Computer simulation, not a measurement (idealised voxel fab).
The process module that follows is named voxel capacitor over wiring.
In the cross-section labelled cut, the width is 160 nm and each square cell is 5 nm.
The cross-sections in this document take the form of a grid made of square cells. They are written out as bands, in order from top to bottom. Each band consists of one or more rows of cells. What a band's entry tells you: where the top is and where the bottom is, as heights in nm, and after that what lies inside, material by material from left to right, each with its width in nm. Empty space is written as the word "blank", and a single material marked with the word "everywhere" occupies the band from edge to edge. A quick word on heights: they are counted from 0, and under that level the wafer as it came to us is one material throughout. The lowest band is different from the rest in having no bottom; it simply continues downward, written as in "from 0 down". Think of "30 to 40" as a width that walks from the first number to the second as you go down the band, top row to bottom row, taking equal-sized steps from row to row. The designation "all unchanged", where it is given for a processing step, indicates that no cell of the cross-section was altered in the course of that step. You'll see "Enclosed voids" listing empty spaces that have no way open to the top, as long as they're 8 cells or more; the notation is width x height at distance, where the distance is from the left edge, and all of it is in nm. Step line, after settings: the simulator's comment on this step. "overlay nm" on a masked step: distance the mask lay right of its planned place, negative for left.
## The steps planned for the process are as follows
1. RECEIVE, material Si
2. CONFORMAL_DEP, material SiO2, thk nm 15
3. CONFORMAL_DEP, material SiCN, thk nm 5
4. DIRECTIONAL_DEP, material lowk, thk nm 15
5. PATTERN, tone open, mask id METAL_1, material resist, width nm 30, pitch nm 95, thk nm 20, overlay nm 0
6. DIRECTIONAL_ETCH, etch materials lowk, depth nm 15
7. DIRECTIONAL_ETCH, etch materials SiCN, depth nm 5
8. STRIP, etch materials resist
9. CONFORMAL_DEP, material TiN, thk nm 5
10. FILL_DEP, material Ru, thk nm 10
11. CMP, height nm 35
12. CONFORMAL_DEP, material SiCN, thk nm 5
13. DIRECTIONAL_DEP, material lowk, thk nm 10
14. MASKED_ETCH, tone open, mask id PLUG_1, width nm 15, etch materials lowk, depth nm 10, overlay nm 0
15. MASKED_ETCH, tone open, mask id PLUG_1, width nm 15, etch materials SiCN, depth nm 5, overlay nm 0
16. EPI, material Ru, thk nm 10
17. EPI, material Ru, thk nm 5
18. DIRECTIONAL_DEP, material TiN, thk nm 5
19. DIRECTIONAL_DEP, material Al2O3, thk nm 5
20. DIRECTIONAL_DEP, material TiN, thk nm 10
21. MASKED_ETCH, tone cover, mask id UPPER_PLATE, width nm 70, etch materials TiN, depth nm 10, overlay nm 0
22. MASKED_ETCH, tone cover, mask id UPPER_PLATE, width nm 70, etch materials Al2O3, depth nm 5, overlay nm 0
23. PATTERN, tone cover, mask id LOWER_PLATE, material resist, width nm 80, thk nm 20, overlay nm 0
24. DIRECTIONAL_ETCH, etch materials TiN, depth nm 5
25. STRIP, etch materials resist
26. FILL_DEP, material SiO2, thk nm 15
27. CMP, height nm 80
28. PATTERN, tone open, mask id PLUG_2, material resist, width nm 15, thk nm 15, overlay nm 0
29. DIRECTIONAL_ETCH, etch materials SiO2, depth nm 10
30. STRIP, etch materials resist
31. CONFORMAL_DEP, material TiN, thk nm 5
32. FILL_DEP, material Cu, thk nm 10
33. CMP, height nm 80
34. CONFORMAL_DEP, material SiN, thk nm 5
## Cross-section of the incoming wafer, state after step 1
* from 0 down = Si everywhere
* Enclosed voids: none
## Run as planned - first of the two wafers cross-sectioned at the end of the module
* from 85 to 80 = SiN everywhere
* from 80 to 75 = 40 SiO2  5 TiN  5 Cu  5 TiN  105 SiO2
* from 75 to 70 = 40 SiO2  15 TiN  105 SiO2
* from 70 to 60 = 30 SiO2  70 TiN  60 SiO2
* from 60 to 55 = 30 SiO2  70 Al2O3  60 SiO2
* from 55 to 50 = 25 SiO2  80 TiN  55 SiO2
* from 50 to 40 = 30 lowk  15 Ru  115 lowk
* from 40 to 35 = 30 SiCN  15 Ru  115 SiCN
* from 35 to 20 = 15 lowk  5 TiN  20 Ru  5 TiN  65 lowk  5 TiN  20 Ru  5 TiN  20 lowk
* from 20 to 15 = 15 SiCN  30 TiN  65 SiCN  30 TiN  20 SiCN
* from 15 to 0 = SiO2 everywhere
* from 0 down = Si everywhere
* Enclosed voids: none
## Wafer two (of two), end-of-module cross-section: start = wafer one, plan = wafer one, one run mistake
* from 85 to 80 = SiN everywhere
* from 80 to 75 = 40 SiO2  5 TiN  5 Cu  5 TiN  105 SiO2
* from 75 to 70 = 40 SiO2  15 TiN  105 SiO2
* from 70 to 60 = 30 SiO2  70 TiN  60 SiO2
* from 60 to 55 = 25 SiO2  80 TiN  55 SiO2
* from 55 to 50 = Al2O3 everywhere
* from 50 to 40 = 30 lowk  15 Ru  115 lowk
* from 40 to 35 = 30 SiCN  15 Ru  115 SiCN
* from 35 to 20 = 15 lowk  5 TiN  20 Ru  5 TiN  65 lowk  5 TiN  20 Ru  5 TiN  20 lowk
* from 20 to 15 = 15 SiCN  30 TiN  65 SiCN  30 TiN  20 SiCN
* from 15 to 0 = SiO2 everywhere
* from 0 down = Si everywhere
* Enclosed voids: none
In executing the process, a mistake was made relative to the plan: it was found that steps 18 and 19 of the process plan had been performed in exchanged positions
Bottom line after processing is that, in cells, the second wafer is up or down on some materials versus the first: Al2O3: 18 more; SiO2: 18 fewer
